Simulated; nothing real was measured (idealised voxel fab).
process module | voxel local oxidation
Displayed cross-section: cut, width of 150 nm, square cells sized 5 nm.
Think of the cross-section as a grid of square cells. We describe it in bands, top to bottom, and each band covers one or more rows of those cells.
In this notation a band is specified by the heights of its top and bottom, in that order and in nm, after which its materials appear from left to right, each paired with its width in nm. The word "throughout" attached to a single material means that material fills the band from edge to edge; the word "air" stands for empty space.
Convention: height 0 is the level below which the wafer, as received, is all one material. The lowest band does not terminate at the bottom but continues downward, represented as "0..down".
With a width like "30->40", each row of cells in the band differs from the next by the same amount, the top row carrying the first number and the bottom row the second.
Where the words "no modifications" appear for a step, the cross-section shows no cell changed by that step; every cell remained as before.
Closed-off voids of 8+ cells (no open route to the top) go in "Fully sealed voids", written width x height at distance from the left edge, in nm.
That trailing text on a step's line, after the settings, is the simulator's own remark on the step.
For masked steps, "overlay nm" on the step line gives how far right of plan the mask actually lay; a minus sign means it lay to the left.
Layout of what follows: cross-section pairs, each bracketing one process step, the after cross-section shown only to the lowest band that changed, the step between and its settings noted under each pair. Pairs may originate in different runs of this module on the same starting wafer; a pair continues from the pair above only where its entry headed "Before the step" says so.

Before the step:
    0..down | Si throughout
    Fully sealed voids: none

Step Outcome:
    5..0 | SiO2 throughout
    below 0: unchanged
    Fully sealed voids: none
Step lying between the two cross-sections just above: CONFORMAL_DEP [material SiO2] [thk nm 5]

Before the step: it's just the after picture from the pair right above this one.

Step Outcome:
    15..5 | SiN throughout
    below 5: unchanged
    Fully sealed voids: none
Step lying between the two cross-sections just above: CONFORMAL_DEP [material SiN] [thk nm 10]

Before the step: it's just the after picture from the pair right above this one.

Step Outcome:
    15..5 | 30 air / 90 SiN / 30 air
    below 5: unchanged
    Fully sealed voids: none
Step lying between the two cross-sections just above: MASKED_ETCH [tone cover] [mask id ACTIVE] [width nm 90] [etch materials SiN] [depth nm 10] [overlay nm 0]

Before the step: it's just the after picture from the pair right above this one.

Step Outcome:
    15..5 | 30 air / 90 SiN / 30 air
    5..0 | 35 air / 80 SiO2 / 35 air
    below 0: unchanged
    Fully sealed voids: none
Step lying between the two cross-sections just above: SELECTIVE_ETCH [etch materials SiO2] [depth nm 5]

Before the step: it's just the after picture from the pair right above this one.

Step Outcome:
    15..5 | 30 air / 90 SiN / 30 air
    5..0 | 35 air / 80 SiO2 / 35 air
    0..-15 | 50 SiO2 / 50 Si / 50 SiO2
    below -15: unchanged
    Fully sealed voids: none
Step lying between the two cross-sections just above: OXIDIZE [depth nm 15]

Before the step: it's just the after picture from the pair right above this one.

Step Outcome:
    5..0 | 35 air / 80 SiO2 / 35 air
    below 0: unchanged
    Fully sealed voids: none
Step lying between the two cross-sections just above: STRIP [etch materials SiN]

Before the step:
    15..5 | 30 air / 90 SiN / 30 air
    5..0 | 35 air / 80 SiO2 / 35 air
    0..down | Si throughout
    Fully sealed voids: none

Step Outcome:
    5..0 | 35 air / 80 SiO2 / 35 air
    below 0: unchanged
    Fully sealed voids: none
Step lying between the two cross-sections just above: STRIP [etch materials SiN]

Before the step: it's just the after picture from the pair right above this one.

Step Outcome:
    5..0 | 35 air / 80 SiO2 / 35 air
    0..-15 | 50 SiO2 / 50 Si / 50 SiO2
    below -15: unchanged
    Fully sealed voids: none
Step lying between the two cross-sections just above: OXIDIZE [depth nm 15]

Before the step:
    15..5 | 30 air / 90 SiN / 30 air
    5..0 | 35 air / 80 SiO2 / 35 air
    0..down | Si throughout
    Fully sealed voids: none

Step Outcome:
    15..5 | 30 air / 90 SiN / 30 air
    5..0 | 35 air / 80 SiO2 / 35 air
    0..-25 | 60 SiO2 / 30 Si / 60 SiO2
    below -25: unchanged
    Fully sealed voids: none
Step lying between the two cross-sections just above: OXIDIZE [depth nm 25]

Before the step: it's just the after picture from the pair right above this one.

Step Outcome:
    5..0 | 35 air / 80 SiO2 / 35 air
    below 0: unchanged
    Fully sealed voids: none
Step lying between the two cross-sections just above: STRIP [etch materials SiN]

Before the step:
    15..5 | SiN throughout
    5..0 | SiO2 throughout
    0..down | Si throughout
    Fully sealed voids: none

Step Outcome:
    15..5 | 35 air / 85 SiN / 30 air
    below 5: unchanged
    Fully sealed voids: none
Step lying between the two cross-sections just above: MASKED_ETCH [tone cover] [mask id ACTIVE] [width nm 85] [etch materials SiN] [depth nm 10] [overlay nm 0]

Before the step: it's just the after picture from the pair right above this one.

Step Outcome:
    15..5 | 35 air / 85 SiN / 30 air
    5..0 | 40 air / 75 SiO2 / 35 air
    below 0: unchanged
    Fully sealed voids: none
Step lying between the two cross-sections just above: SELECTIVE_ETCH [etch materials SiO2] [depth nm 5]

Before the step: it's just the after picture from the pair right above this one.

Step Outcome:
    15..5 | 35 air / 85 SiN / 30 air
    5..0 | 40 air / 75 SiO2 / 35 air
    0..-15 | 55 SiO2 / 45 Si / 50 SiO2
    below -15: unchanged
    Fully sealed voids: none
Step lying between the two cross-sections just above: OXIDIZE [depth nm 15]

Before the step: it's just the after picture from the pair right above this one.

Step Outcome:
    5..0 | 40 air / 75 SiO2 / 35 air
    below 0: unchanged
    Fully sealed voids: none
Step lying between the two cross-sections just above: STRIP [etch materials SiN]

Before the step:
    15..5 | SiN throughout
    5..0 | SiO2 throughout
    0..down | Si throughout
    Fully sealed voids: none

Step Outcome:
    15..5 | 25 air / 90 SiN / 35 air
    below 5: unchanged
    Fully sealed voids: none
Step lying between the two cross-sections just above: MASKED_ETCH [tone cover] [mask id ACTIVE] [width nm 90] [etch materials SiN] [depth nm 10] [overlay nm -5]

Before the step: it's just the after picture from the pair right above this one.

Step Outcome:
    15..5 | 25 air / 90 SiN / 35 air
    5..0 | 30 air / 80 SiO2 / 40 air
    below 0: unchanged
    Fully sealed voids: none
Step lying between the two cross-sections just above: SELECTIVE_ETCH [etch materials SiO2] [depth nm 5]

Before the step: it's just the after picture from the pair right above this one.

Step Outcome:
    15..5 | 25 air / 90 SiN / 35 air
    5..0 | 30 air / 80 SiO2 / 40 air
    0..-15 | 45 SiO2 / 50 Si / 55 SiO2
    below -15: unchanged
    Fully sealed voids: none
Step lying between the two cross-sections just above: OXIDIZE [depth nm 15]

Before the step: it's just the after picture from the pair right above this one.

Step Outcome:
    5..0 | 30 air / 80 SiO2 / 40 air
    below 0: unchanged
    Fully sealed voids: none
Step lying between the two cross-sections just above: STRIP [etch materials SiN]

Before the step:
    15..5 | 30 air / 90 SiN / 30 air
    5..0 | 35 air / 80 SiO2 / 35 air
    0..-15 | 50 SiO2 / 50 Si / 50 SiO2
    -15..down | Si throughout
    Fully sealed voids: none

Step Outcome:
    0..-15 | 50 air / 50 Si / 50 air
    below -15: unchanged
    Fully sealed voids: none
Step lying between the two cross-sections just above: STRIP [etch materials SiO2]

Before the step:
    15..5 | SiN throughout
    5..0 | SiO2 throughout
    0..down | Si throughout
    Fully sealed voids: none

Step Outcome:
    15..5 | 30 SiN / 90 air / 30 SiN
    below 5: unchanged
    Fully sealed voids: none
Step lying between the two cross-sections just above: MASKED_ETCH [tone open] [mask id ACTIVE] [width nm 90] [etch materials SiN] [depth nm 10] [overlay nm 0]

Before the step: it's just the after picture from the pair right above this one.

Step Outcome:
    15..5 | 30 SiN / 90 air / 30 SiN
    5..0 | 25 SiO2 / 100 air / 25 SiO2
    below 0: unchanged
    Fully sealed voids: none
Step lying between the two cross-sections just above: SELECTIVE_ETCH [etch materials SiO2] [depth nm 5]

Before the step: it's just the after picture from the pair right above this one.

Step Outcome:
    15..5 | 30 SiN / 90 air / 30 SiN
    5..0 | 25 SiO2 / 100 air / 25 SiO2
    0..-15 | 10 Si / 130 SiO2 / 10 Si
    below -15: unchanged
    Fully sealed voids: none
Step lying between the two cross-sections just above: OXIDIZE [depth nm 15]

Before the step: it's just the after picture from the pair right above this one.

Step Outcome:
    5..0 | 25 SiO2 / 100 air / 25 SiO2
    below 0: unchanged
    Fully sealed voids: none
Step lying between the two cross-sections just above: STRIP [etch materials SiN]
